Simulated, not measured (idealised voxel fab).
process module | voxel gate over fins
Square cells of 5 nm make up the cross-section cut, whose width is 150 nm.
When this document writes out a cross-section, it uses a grid of square cells and lists it as bands, beginning at the top and moving down, with a band standing for one or more rows of cells. Each band's line starts with the height of the band's top and of its bottom, in nm. Then come its materials from left to right, each with its width in nm. One material with "throughout" fills the band from edge to edge. "blank" is empty space. Heights from 0 (as-received wafer is one material below). Bottom band endless downward, as "0 nm and below". It should be noted that a width expressed as "30..40" varies in equal increments from row to row of cells within the band, taking the value of the first number at the top row and that of the second number at the bottom row. Key: "left unchanged" - step with no changed cell in the cross-section. Under "Fully closed voids" you'll find the enclosed gaps, the ones with no way out to the top, that are 8 cells or bigger; each reads width x height at distance, with distance counted from the left edge, everything in nm. That trailing text on a step's line, after the settings, is the simulator's own remark on the step. The optional step-line setting "overlay nm" applies to steps with a mask and quantifies how far to the right of its planned location the mask lay, a negative value indicating leftward placement.
THE STEPS PLANNED FOR THE PROCESS ARE AS FOLLOWS
1) RECEIVE: material Si
2) CONFORMAL_DEP: material SiN, thk nm 10
3) PATTERN: tone cover, mask id FINS, material resist, width nm 15, pitch nm 35, thk nm 15, overlay nm 0
4) DIRECTIONAL_ETCH: etch materials SiN, depth nm 10
5) DIRECTIONAL_ETCH: etch materials Si, depth nm 30
6) STRIP: etch materials resist
7) OXIDIZE: depth nm 5
8) FILL_DEP: material SiO2, thk nm 10
9) CMP: height nm 10
10) SELECTIVE_ETCH: etch materials SiO2, depth nm 20
11) STRIP: etch materials SiN
12) CONFORMAL_DEP: material HfO2, thk nm 5
13) CONFORMAL_DEP: material TiN, thk nm 5
14) CONFORMAL_DEP: material TiAl, thk nm 5
15) CONFORMAL_DEP: material TiN, thk nm 5
16) FILL_DEP: material W, thk nm 10
17) CMP: height nm 25
18) CONFORMAL_DEP: material SiN, thk nm 5
FIRST OF TWO WAFERS, PROCESSED ACCORDING TO PLAN
WAFER CROSS-SECTION ON RECEIPT, I.E. AFTER STEP 1
> 0 nm and below | Si throughout
> Fully closed voids: none
SECTIONAL VIEW: WAFER, AFTER STEP 2
> 10 nm to 0 nm | SiN throughout
> At heights below 0, the structure remains unaltered.
SECTIONAL VIEW: WAFER, AFTER STEP 3
> 25 nm to 10 nm | blank=30, then resist=15, then blank=20, then resist=15, then blank=20, then resist=15, then blank=35
> At heights below 10, the structure remains unaltered.
SECTIONAL VIEW: WAFER, AFTER STEP 4
> 25 nm to 10 nm | blank=30, then resist=15, then blank=20, then resist=15, then blank=20, then resist=15, then blank=35
> 10 nm to 0 nm | blank=30, then SiN=15, then blank=20, then SiN=15, then blank=20, then SiN=15, then blank=35
> At heights below 0, the structure remains unaltered.
SECTIONAL VIEW: WAFER, AFTER STEP 5
> 25 nm to 10 nm | blank=30, then resist=15, then blank=20, then resist=15, then blank=20, then resist=15, then blank=35
> 10 nm to 0 nm | blank=30, then SiN=15, then blank=20, then SiN=15, then blank=20, then SiN=15, then blank=35
> 0 nm to -30 nm | blank=30, then Si=15, then blank=20, then Si=15, then blank=20, then Si=15, then blank=35
> At heights below -30, the structure remains unaltered.
SECTIONAL VIEW: WAFER, AFTER STEP 6
> 10 nm to 0 nm | blank=30, then SiN=15, then blank=20, then SiN=15, then blank=20, then SiN=15, then blank=35
> At heights below 0, the structure remains unaltered.
SECTIONAL VIEW: WAFER, AFTER STEP 7
> 10 nm to 0 nm | blank=30, then SiN=15, then blank=20, then SiN=15, then blank=20, then SiN=15, then blank=35
> 0 nm to -30 nm | blank=30, then SiO2=5, then Si=5, then SiO2=5, then blank=20, then SiO2=5, then Si=5, then SiO2=5, then blank=20, then SiO2=5, then Si=5, then SiO2=5, then blank=35
> -30 nm to -35 nm | SiO2=35, then Si=5, then SiO2=30, then Si=5, then SiO2=30, then Si=5, then SiO2=40
> At heights below -35, the structure remains unaltered.
SECTIONAL VIEW: WAFER, AFTER STEP 8
> 20 nm to 10 nm | SiO2 throughout
> 10 nm to 0 nm | SiO2=30, then SiN=15, then SiO2=20, then SiN=15, then SiO2=20, then SiN=15, then SiO2=35
> 0 nm to -35 nm | SiO2=35, then Si=5, then SiO2=30, then Si=5, then SiO2=30, then Si=5, then SiO2=40
> At heights below -35, the structure remains unaltered.
SECTIONAL VIEW: WAFER, AFTER STEP 9
> 10 nm to 0 nm | SiO2=30, then SiN=15, then SiO2=20, then SiN=15, then SiO2=20, then SiN=15, then SiO2=35
> At heights below 0, the structure remains unaltered.
SECTIONAL VIEW: WAFER, AFTER STEP 10
> 10 nm to 0 nm | blank=30, then SiN=15, then blank=20, then SiN=15, then blank=20, then SiN=15, then blank=35
> 0 nm to -10 nm | blank=35, then Si=5, then blank=30, then Si=5, then blank=30, then Si=5, then blank=40
> At heights below -10, the structure remains unaltered.
SECTIONAL VIEW: WAFER, AFTER STEP 11
> 0 nm to -10 nm | blank=35, then Si=5, then blank=30, then Si=5, then blank=30, then Si=5, then blank=40
> At heights below -10, the structure remains unaltered.
SECTIONAL VIEW: WAFER, AFTER STEP 12
> 5 nm to 0 nm | blank=30, then HfO2=15, then blank=20, then HfO2=15, then blank=20, then HfO2=15, then blank=35
> 0 nm to -5 nm | blank=30, then HfO2=5, then Si=5, then HfO2=5, then blank=20, then HfO2=5, then Si=5, then HfO2=5, then blank=20, then HfO2=5, then Si=5, then HfO2=5, then blank=35
> -5 nm to -10 nm | HfO2=35, then Si=5, then HfO2=30, then Si=5, then HfO2=30, then Si=5, then HfO2=40
> At heights below -10, the structure remains unaltered.
SECTIONAL VIEW: WAFER, AFTER STEP 13
> 10 nm to 5 nm | blank=25, then TiN=25, then blank=10, then TiN=25, then blank=10, then TiN=25, then blank=30
> 5 nm to 0 nm | blank=25, then TiN=5, then HfO2=15, then TiN=5, then blank=10, then TiN=5, then HfO2=15, then TiN=5, then blank=10, then TiN=5, then HfO2=15, then TiN=5, then blank=30
> 0 nm to -5 nm | TiN=30, then HfO2=5, then Si=5, then HfO2=5, then TiN=20, then HfO2=5, then Si=5, then HfO2=5, then TiN=20, then HfO2=5, then Si=5, then HfO2=5, then TiN=35
> At heights below -5, the structure remains unaltered.
SECTIONAL VIEW: WAFER, AFTER STEP 14
> 15 nm to 10 nm | blank=20, then TiAl=105, then blank=25
> 10 nm to 5 nm | blank=20, then TiAl=5, then TiN=25, then TiAl=10, then TiN=25, then TiAl=10, then TiN=25, then TiAl=5, then blank=25
> 5 nm to 0 nm | TiAl=25, then TiN=5, then HfO2=15, then TiN=5, then TiAl=10, then TiN=5, then HfO2=15, then TiN=5, then TiAl=10, then TiN=5, then HfO2=15, then TiN=5, then TiAl=30
> At heights below 0, the structure remains unaltered.
SECTIONAL VIEW: WAFER, AFTER STEP 15
> 20 nm to 15 nm | blank=15, then TiN=115, then blank=20
> 15 nm to 10 nm | blank=15, then TiN=5, then TiAl=105, then TiN=5, then blank=20
> 10 nm to 5 nm | TiN=20, then TiAl=5, then TiN=25, then TiAl=10, then TiN=25, then TiAl=10, then TiN=25, then TiAl=5, then TiN=25
> At heights below 5, the structure remains unaltered.
SECTIONAL VIEW: WAFER, AFTER STEP 16
> 30 nm to 20 nm | W throughout
> 20 nm to 15 nm | W=15, then TiN=115, then W=20
> 15 nm to 10 nm | W=15, then TiN=5, then TiAl=105, then TiN=5, then W=20
> At heights below 10, the structure remains unaltered.
SECTIONAL VIEW: WAFER, AFTER STEP 17
> 25 nm to 20 nm | W throughout
> At heights below 20, the structure remains unaltered.
SECTIONAL VIEW: WAFER, AFTER STEP 18
> 30 nm to 25 nm | SiN throughout
> At heights below 25, the structure remains unaltered.
SECOND OF TWO: SAME START, SAME PLAN, ONE RUN ERROR; STEPS UP TO AND INCLUDING 2 MATCH THE FIRST
PLANNED END OF STEP 3: SECOND WAFER, CROSS-SECTION
> 25 nm to 10 nm | blank=30, then resist=20, then blank=15, then resist=20, then blank=15, then resist=20, then blank=30
> At heights below 10, the structure remains unaltered.
PLANNED END OF STEP 4: SECOND WAFER, CROSS-SECTION
> 25 nm to 10 nm | blank=30, then resist=20, then blank=15, then resist=20, then blank=15, then resist=20, then blank=30
> 10 nm to 0 nm | blank=30, then SiN=20, then blank=15, then SiN=20, then blank=15, then SiN=20, then blank=30
> At heights below 0, the structure remains unaltered.
PLANNED END OF STEP 5: SECOND WAFER, CROSS-SECTION
> 25 nm to 10 nm | blank=30, then resist=20, then blank=15, then resist=20, then blank=15, then resist=20, then blank=30
> 10 nm to 0 nm | blank=30, then SiN=20, then blank=15, then SiN=20, then blank=15, then SiN=20, then blank=30
> 0 nm to -30 nm | blank=30, then Si=20, then blank=15, then Si=20, then blank=15, then Si=20, then blank=30
> At heights below -30, the structure remains unaltered.
PLANNED END OF STEP 6: SECOND WAFER, CROSS-SECTION
> 10 nm to 0 nm | blank=30, then SiN=20, then blank=15, then SiN=20, then blank=15, then SiN=20, then blank=30
> At heights below 0, the structure remains unaltered.
PLANNED END OF STEP 7: SECOND WAFER, CROSS-SECTION
> 10 nm to 0 nm | blank=30, then SiN=20, then blank=15, then SiN=20, then blank=15, then SiN=20, then blank=30
> 0 nm to -30 nm | blank=30, then SiO2=5, then Si=10, then SiO2=5, then blank=15, then SiO2=5, then Si=10, then SiO2=5, then blank=15, then SiO2=5, then Si=10, then SiO2=5, then blank=30
> -30 nm to -35 nm | SiO2=35, then Si=10, then SiO2=25, then Si=10, then SiO2=25, then Si=10, then SiO2=35
> At heights below -35, the structure remains unaltered.
PLANNED END OF STEP 8: SECOND WAFER, CROSS-SECTION
> 20 nm to 10 nm | SiO2 throughout
> 10 nm to 0 nm | SiO2=30, then SiN=20, then SiO2=15, then SiN=20, then SiO2=15, then SiN=20, then SiO2=30
> 0 nm to -35 nm | SiO2=35, then Si=10, then SiO2=25, then Si=10, then SiO2=25, then Si=10, then SiO2=35
> At heights below -35, the structure remains unaltered.
PLANNED END OF STEP 9: SECOND WAFER, CROSS-SECTION
> 10 nm to 0 nm | SiO2=30, then SiN=20, then SiO2=15, then SiN=20, then SiO2=15, then SiN=20, then SiO2=30
> At heights below 0, the structure remains unaltered.
PLANNED END OF STEP 10: SECOND WAFER, CROSS-SECTION
> 10 nm to 0 nm | blank=30, then SiN=20, then blank=15, then SiN=20, then blank=15, then SiN=20, then blank=30
> 0 nm to -10 nm | blank=35, then Si=10, then blank=25, then Si=10, then blank=25, then Si=10, then blank=35
> At heights below -10, the structure remains unaltered.
PLANNED END OF STEP 11: SECOND WAFER, CROSS-SECTION
> 0 nm to -10 nm | blank=35, then Si=10, then blank=25, then Si=10, then blank=25, then Si=10, then blank=35
> At heights below -10, the structure remains unaltered.
PLANNED END OF STEP 12: SECOND WAFER, CROSS-SECTION
> 5 nm to 0 nm | blank=30, then HfO2=20, then blank=15, then HfO2=20, then blank=15, then HfO2=20, then blank=30
> 0 nm to -5 nm | blank=30, then HfO2=5, then Si=10, then HfO2=5, then blank=15, then HfO2=5, then Si=10, then HfO2=5, then blank=15, then HfO2=5, then Si=10, then HfO2=5, then blank=30
> -5 nm to -10 nm | HfO2=35, then Si=10, then HfO2=25, then Si=10, then HfO2=25, then Si=10, then HfO2=35
> At heights below -10, the structure remains unaltered.
PLANNED END OF STEP 13: SECOND WAFER, CROSS-SECTION
> 10 nm to 5 nm | blank=25, then TiN=30, then blank=5, then TiN=30, then blank=5, then TiN=30, then blank=25
> 5 nm to 0 nm | blank=25, then TiN=5, then HfO2=20, then TiN=5, then blank=5, then TiN=5, then HfO2=20, then TiN=5, then blank=5, then TiN=5, then HfO2=20, then TiN=5, then blank=25
> 0 nm to -5 nm | TiN=30, then HfO2=5, then Si=10, then HfO2=5, then TiN=15, then HfO2=5, then Si=10, then HfO2=5, then TiN=15, then HfO2=5, then Si=10, then HfO2=5, then TiN=30
> At heights below -5, the structure remains unaltered.
PLANNED END OF STEP 14: SECOND WAFER, CROSS-SECTION
> 15 nm to 10 nm | blank=20, then TiAl=110, then blank=20
> 10 nm to 5 nm | blank=20, then TiAl=5, then TiN=30, then TiAl=5, then TiN=30, then TiAl=5, then TiN=30, then TiAl=5, then blank=20
> 5 nm to 0 nm | TiAl=25, then TiN=5, then HfO2=20, then TiN=5, then TiAl=5, then TiN=5, then HfO2=20, then TiN=5, then TiAl=5, then TiN=5, then HfO2=20, then TiN=5, then TiAl=25
> At heights below 0, the structure remains unaltered.
PLANNED END OF STEP 15: SECOND WAFER, CROSS-SECTION
> 20 nm to 15 nm | blank=15, then TiN=120, then blank=15
> 15 nm to 10 nm | blank=15, then TiN=5, then TiAl=110, then TiN=5, then blank=15
> 10 nm to 5 nm | TiN=20, then TiAl=5, then TiN=30, then TiAl=5, then TiN=30, then TiAl=5, then TiN=30, then TiAl=5, then TiN=20
> At heights below 5, the structure remains unaltered.
PLANNED END OF STEP 16: SECOND WAFER, CROSS-SECTION
> 30 nm to 20 nm | W throughout
> 20 nm to 15 nm | W=15, then TiN=120, then W=15
> 15 nm to 10 nm | W=15, then TiN=5, then TiAl=110, then TiN=5, then W=15
> At heights below 10, the structure remains unaltered.
PLANNED END OF STEP 17: SECOND WAFER, CROSS-SECTION
> 25 nm to 20 nm | W throughout
> At heights below 20, the structure remains unaltered.
PLANNED END OF STEP 18: SECOND WAFER, CROSS-SECTION
> 30 nm to 25 nm | SiN throughout
> At heights below 25, the structure remains unaltered.
Against the plan, the run slipped here: step 3 did not use the planned setting and instead ran as PATTERN: tone cover, mask id FINS, material resist, width nm 20, pitch nm 35, thk nm 15, overlay nm 0
at the end the second wafer has, in cells: Si +21; SiO2 -15; TiAl -4; W -2
